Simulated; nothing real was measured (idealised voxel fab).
This is a process module. Its name is voxel capacitor over wiring.
Cross-section cut spans 180 nm and uses square cells 5 nm in size.
This document writes a cross-section as a grid whose cells are square, and gives it as bands, listed from the top down; one or more rows of cells form a band.
Within each band entry, the heights of the top and of the bottom of the band appear first, in that order and in nm; the materials of the band then follow from left to right, each with its corresponding width in nm. The designation "everywhere" on a single material indicates that it fills the band from edge to edge; the designation "air" indicates empty space.
Height reference: 0 = level under which incoming wafer is all one material. Lowest band: no bottom, runs on downward, e.g. "top 0, no bottom".
You'd read "30 to 40" like this: the band's top row of cells is as wide as the first number, its bottom row is as wide as the second, and going down, every row changes width by the same amount as the row before did.
You'll sometimes find "left unchanged" written for a step, and that's the way of saying that nowhere in the cross-section did a cell change during that step.
"Closed-off voids" enumerates empty spaces isolated from the top, with no open way to it, that contain at least 8 cells, giving each as width x height at distance from the left edge, all three in nm.
Anything after a step's settings on that line? It's the simulator's own note about the step.
overlay nm: step with mask; distance mask lay right of planned place; negative value = left of planned place.

PLANNED STEP LIST FOR THE PROCESS
1,RECEIVE,material Si
2,CONFORMAL_DEP,material SiO2,thk nm 10
3,DIRECTIONAL_DEP,material TiN,thk nm 5
4,DIRECTIONAL_DEP,material Ru,thk nm 20
5,MASKED_ETCH,tone cover,mask id METAL_1,width nm 20,pitch nm 75,etch materials Ru,depth nm 20,overlay nm 0
6,MASKED_ETCH,tone cover,mask id METAL_1,width nm 20,pitch nm 75,etch materials TiN,depth nm 5,overlay nm 0
7,CONFORMAL_DEP,material SiN,thk nm 5
8,FILL_DEP,material SiO2,thk nm 10
9,CMP,height nm 35
10,CONFORMAL_DEP,material SiCN,thk nm 5
11,DIRECTIONAL_DEP,material lowk,thk nm 10
12,PATTERN,tone open,mask id PLUG_1,material resist,width nm 15,thk nm 15,overlay nm 0
13,DIRECTIONAL_ETCH,etch materials lowk,depth nm 10
14,DIRECTIONAL_ETCH,etch materials SiCN,depth nm 5
15,STRIP,etch materials resist
16,CONFORMAL_DEP,material TiN,thk nm 5
17,FILL_DEP,material W,thk nm 10
18,CMP,height nm 50
19,DIRECTIONAL_DEP,material TiN,thk nm 5
20,DIRECTIONAL_DEP,material SiN,thk nm 5
21,DIRECTIONAL_DEP,material TiN,thk nm 10
22,PATTERN,tone cover,mask id UPPER_PLATE,material resist,width nm 60,thk nm 15,overlay nm 0
23,DIRECTIONAL_ETCH,etch materials TiN,depth nm 10
24,DIRECTIONAL_ETCH,etch materials SiN,depth nm 5
25,STRIP,etch materials resist
26,PATTERN,tone cover,mask id LOWER_PLATE,material resist,width nm 70,thk nm 15,overlay nm 0
27,DIRECTIONAL_ETCH,etch materials TiN,depth nm 5
28,STRIP,etch materials resist
29,FILL_DEP,material SiO2,thk nm 15
30,CMP,height nm 80
31,PATTERN,tone open,mask id PLUG_2,material resist,width nm 15,thk nm 15,overlay nm 0
32,DIRECTIONAL_ETCH,etch materials SiO2,depth nm 10
33,STRIP,etch materials resist
34,CONFORMAL_DEP,material TiN,thk nm 5
35,FILL_DEP,material Ru,thk nm 10
36,CMP,height nm 80
37,CONFORMAL_DEP,material SiCN,thk nm 5

THE FIRST OF TWO WAFERS, RUN AS PLANNED

CROSS-SECTION OF THE WAFER AS IT CAME TO US, I.E., ALREADY THROUGH STEP 1
  top 0, no bottom | Si everywhere
  Closed-off voids: none

STEP 2 DONE - WAFER CROSS-SECTION
  top 10, bottom 0 | SiO2 everywhere
  Under the height 0 nothing was changed.

STEP 3 DONE - WAFER CROSS-SECTION
  top 15, bottom 10 | TiN everywhere
  Under the height 10 nothing was changed.

STEP 4 DONE - WAFER CROSS-SECTION
  top 35, bottom 15 | Ru everywhere
  Under the height 15 nothing was changed.

STEP 5 DONE - WAFER CROSS-SECTION
  top 35, bottom 15 | air=40, then Ru=20, then air=55, then Ru=20, then air=45
  Under the height 15 nothing was changed.

STEP 6 DONE - WAFER CROSS-SECTION
  top 35, bottom 15 | air=40, then Ru=20, then air=55, then Ru=20, then air=45
  top 15, bottom 10 | air=40, then TiN=20, then air=55, then TiN=20, then air=45
  Under the height 10 nothing was changed.

STEP 7 DONE - WAFER CROSS-SECTION
  top 40, bottom 35 | air=35, then SiN=30, then air=45, then SiN=30, then air=40
  top 35, bottom 15 | air=35, then SiN=5, then Ru=20, then SiN=5, then air=45, then SiN=5, then Ru=20, then SiN=5, then air=40
  top 15, bottom 10 | SiN=40, then TiN=20, then SiN=55, then TiN=20, then SiN=45
  Under the height 10 nothing was changed.

STEP 8 DONE - WAFER CROSS-SECTION
  top 50, bottom 40 | SiO2 everywhere
  top 40, bottom 35 | SiO2=35, then SiN=30, then SiO2=45, then SiN=30, then SiO2=40
  top 35, bottom 15 | SiO2=35, then SiN=5, then Ru=20, then SiN=5, then SiO2=45, then SiN=5, then Ru=20, then SiN=5, then SiO2=40
  Under the height 15 nothing was changed.

STEP 9 DONE - WAFER CROSS-SECTION
  top 35, bottom 15 | SiO2=35, then SiN=5, then Ru=20, then SiN=5, then SiO2=45, then SiN=5, then Ru=20, then SiN=5, then SiO2=40
  Under the height 15 nothing was changed.

STEP 10 DONE - WAFER CROSS-SECTION
  top 40, bottom 35 | SiCN everywhere
  Under the height 35 nothing was changed.

STEP 11 DONE - WAFER CROSS-SECTION
  top 50, bottom 40 | lowk everywhere
  Under the height 40 nothing was changed.

STEP 12 DONE - WAFER CROSS-SECTION
  top 65, bottom 50 | resist=45, then air=15, then resist=120
  Under the height 50 nothing was changed.

STEP 13 DONE - WAFER CROSS-SECTION
  top 65, bottom 50 | resist=45, then air=15, then resist=120
  top 50, bottom 40 | lowk=45, then air=15, then lowk=120
  Under the height 40 nothing was changed.

STEP 14 DONE - WAFER CROSS-SECTION
  top 65, bottom 50 | resist=45, then air=15, then resist=120
  top 50, bottom 40 | lowk=45, then air=15, then lowk=120
  top 40, bottom 35 | SiCN=45, then air=15, then SiCN=120
  Under the height 35 nothing was changed.

STEP 15 DONE - WAFER CROSS-SECTION
  top 50, bottom 40 | lowk=45, then air=15, then lowk=120
  Under the height 40 nothing was changed.

STEP 16 DONE - WAFER CROSS-SECTION
  top 55, bottom 50 | TiN=50, then air=5, then TiN=125
  top 50, bottom 40 | lowk=45, then TiN=5, then air=5, then TiN=5, then lowk=120
  top 40, bottom 35 | SiCN=45, then TiN=15, then SiCN=120
  Under the height 35 nothing was changed.

STEP 17 DONE - WAFER CROSS-SECTION
  top 65, bottom 55 | W everywhere
  top 55, bottom 50 | TiN=50, then W=5, then TiN=125
  top 50, bottom 40 | lowk=45, then TiN=5, then W=5, then TiN=5, then lowk=120
  Under the height 40 nothing was changed.

STEP 18 DONE - WAFER CROSS-SECTION
  top 50, bottom 40 | lowk=45, then TiN=5, then W=5, then TiN=5, then lowk=120
  Under the height 40 nothing was changed.

STEP 19 DONE - WAFER CROSS-SECTION
  top 55, bottom 50 | TiN everywhere
  Under the height 50 nothing was changed.

STEP 20 DONE - WAFER CROSS-SECTION
  top 60, bottom 55 | SiN everywhere
  Under the height 55 nothing was changed.

STEP 21 DONE - WAFER CROSS-SECTION
  top 70, bottom 60 | TiN everywhere
  Under the height 60 nothing was changed.

STEP 22 DONE - WAFER CROSS-SECTION
  top 85, bottom 70 | air=45, then resist=60, then air=75
  Under the height 70 nothing was changed.

STEP 23 DONE - WAFER CROSS-SECTION
  top 85, bottom 70 | air=45, then resist=60, then air=75
  top 70, bottom 60 | air=45, then TiN=60, then air=75
  Under the height 60 nothing was changed.

STEP 24 DONE - WAFER CROSS-SECTION
  top 85, bottom 70 | air=45, then resist=60, then air=75
  top 70, bottom 60 | air=45, then TiN=60, then air=75
  top 60, bottom 55 | air=45, then SiN=60, then air=75
  Under the height 55 nothing was changed.

STEP 25 DONE - WAFER CROSS-SECTION
  top 70, bottom 60 | air=45, then TiN=60, then air=75
  Under the height 60 nothing was changed.

STEP 26 DONE - WAFER CROSS-SECTION
  top 85, bottom 70 | air=40, then resist=70, then air=70
  top 70, bottom 60 | air=40, then resist=5, then TiN=60, then resist=5, then air=70
  top 60, bottom 55 | air=40, then resist=5, then SiN=60, then resist=5, then air=70
  Under the height 55 nothing was changed.

STEP 27 DONE - WAFER CROSS-SECTION
  top 85, bottom 70 | air=40, then resist=70, then air=70
  top 70, bottom 60 | air=40, then resist=5, then TiN=60, then resist=5, then air=70
  top 60, bottom 55 | air=40, then resist=5, then SiN=60, then resist=5, then air=70
  top 55, bottom 50 | air=40, then TiN=70, then air=70
  Under the height 50 nothing was changed.

STEP 28 DONE - WAFER CROSS-SECTION
  top 70, bottom 60 | air=45, then TiN=60, then air=75
  top 60, bottom 55 | air=45, then SiN=60, then air=75
  Under the height 55 nothing was changed.

STEP 29 DONE - WAFER CROSS-SECTION
  top 85, bottom 70 | SiO2 everywhere
  top 70, bottom 60 | SiO2=45, then TiN=60, then SiO2=75
  top 60, bottom 55 | SiO2=45, then SiN=60, then SiO2=75
  top 55, bottom 50 | SiO2=40, then TiN=70, then SiO2=70
  Under the height 50 nothing was changed.

STEP 30 DONE - WAFER CROSS-SECTION
  top 80, bottom 70 | SiO2 everywhere
  Under the height 70 nothing was changed.

STEP 31 DONE - WAFER CROSS-SECTION
  top 95, bottom 80 | resist=55, then air=15, then resist=110
  Under the height 80 nothing was changed.

STEP 32 DONE - WAFER CROSS-SECTION
  top 95, bottom 80 | resist=55, then air=15, then resist=110
  top 80, bottom 70 | SiO2=55, then air=15, then SiO2=110
  Under the height 70 nothing was changed.

STEP 33 DONE - WAFER CROSS-SECTION
  top 80, bottom 70 | SiO2=55, then air=15, then SiO2=110
  Under the height 70 nothing was changed.

STEP 34 DONE - WAFER CROSS-SECTION
  top 85, bottom 80 | TiN=60, then air=5, then TiN=115
  top 80, bottom 75 | SiO2=55, then TiN=5, then air=5, then TiN=5, then SiO2=110
  top 75, bottom 70 | SiO2=55, then TiN=15, then SiO2=110
  Under the height 70 nothing was changed.

STEP 35 DONE - WAFER CROSS-SECTION
  top 95, bottom 85 | Ru everywhere
  top 85, bottom 80 | TiN=60, then Ru=5, then TiN=115
  top 80, bottom 75 | SiO2=55, then TiN=5, then Ru=5, then TiN=5, then SiO2=110
  Under the height 75 nothing was changed.

STEP 36 DONE - WAFER CROSS-SECTION
  top 80, bottom 75 | SiO2=55, then TiN=5, then Ru=5, then TiN=5, then SiO2=110
  Under the height 75 nothing was changed.

STEP 37 DONE - WAFER CROSS-SECTION
  top 85, bottom 80 | SiCN everywhere
  Under the height 80 nothing was changed.

WAFER TWO OF THE PAIR: SAME ORIGIN, SAME PLAN, ONE ERROR DURING THE RUN; IDENTICAL TO WAFER ONE UP TO AND INCLUDING STEP 33

WHEN STEP 34 SHOULD HAVE ENDED
  top 85, bottom 80 | lowk=60, then air=5, then lowk=115
  top 80, bottom 75 | SiO2=55, then lowk=5, then air=5, then lowk=5, then SiO2=110
  top 75, bottom 70 | SiO2=55, then lowk=15, then SiO2=110
  Under the height 70 nothing was changed.

WHEN STEP 35 SHOULD HAVE ENDED
  top 95, bottom 85 | Ru everywhere
  top 85, bottom 80 | lowk=60, then Ru=5, then lowk=115
  top 80, bottom 75 | SiO2=55, then lowk=5, then Ru=5, then lowk=5, then SiO2=110
  Under the height 75 nothing was changed.

WHEN STEP 36 SHOULD HAVE ENDED
  top 80, bottom 75 | SiO2=55, then lowk=5, then Ru=5, then lowk=5, then SiO2=110
  Under the height 75 nothing was changed.

WHEN STEP 37 SHOULD HAVE ENDED
  top 85, bottom 80 | SiCN everywhere
  Under the height 80 nothing was changed.
What broke from the plan during processing? planned and actual differ for step 34; actual: CONFORMAL_DEP,material lowk,thk nm 5
End check, counted in cells, second wafer has more or fewer of these materials than the first: 5 fewer of TiN, 5 more of lowk
